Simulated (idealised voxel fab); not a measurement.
process module | voxel lift off
cross-section cut | 295 nm wide | cells 5 nm
A cross-section is a grid of square cells, given in bands from the top down. A band is one or more rows of cells.
Each band's line starts with the height of the band's top and of its bottom, in nm. Then come its materials from left to right, each with its width in nm. One material with "throughout" fills the band from edge to edge. "air" is empty space.
Height 0 is the level under which the wafer as received is all one material. The lowest band goes on downwards, as in "0 down".
A width such as "30 to 40" changes by the same amount from each row of cells to the next, from the band's top row to its bottom row.
"no change" after a step means that no cell of the cross-section changed.
closed voids: empty space of 8 cells or more with no open way to the top, each as width x height at its distance from the left edge, in nm
after a step's settings: what the simulator itself notes on the step
overlay nm, on a step with a mask: how far to the right of its planned place the mask lay; to the left if negative
plan
1 op RECEIVE | material Si
2 op CONFORMAL_DEP | material SiN | thk nm 5
3 op PATTERN | tone open | mask id LINES | material resist | width nm 30 | pitch nm 50 | thk nm 20 | overlay nm 0
4 op DIRECTIONAL_DEP | material Ru | thk nm 10
5 op STRIP | etch materials resist
6 op CONFORMAL_DEP | material SiN | thk nm 10
as received, after step 1
  0 down: Si throughout
  closed voids: none
first wafer at the end, as planned
  25 to 15: air 45 | SiN 200 | air 50
  15 to 5: SiN 55 | Ru 30 | SiN 20 | Ru 30 | SiN 20 | Ru 30 | SiN 20 | Ru 30 | SiN 60
  5 to 0: SiN throughout
  0 down: Si throughout
  closed voids: none
second wafer at the end: like start, like plan, one mistake
  25 to 15: air 50 | SiN 40 | air 10 | SiN 40 | air 10 | SiN 40 | air 10 | SiN 40 | air 55
  15 to 5: SiN 60 | Ru 20 | SiN 30 | Ru 20 | SiN 30 | Ru 20 | SiN 30 | Ru 20 | SiN 65
  5 to 0: SiN throughout
  0 down: Si throughout
  closed voids: none
what went wrong: step 3 ran as: op PATTERN | tone open | mask id LINES | material resist | width nm 20 | pitch nm 50 | thk nm 20 | overlay nm 0
at the end the second wafer has, in cells: 16 fewer of Ru
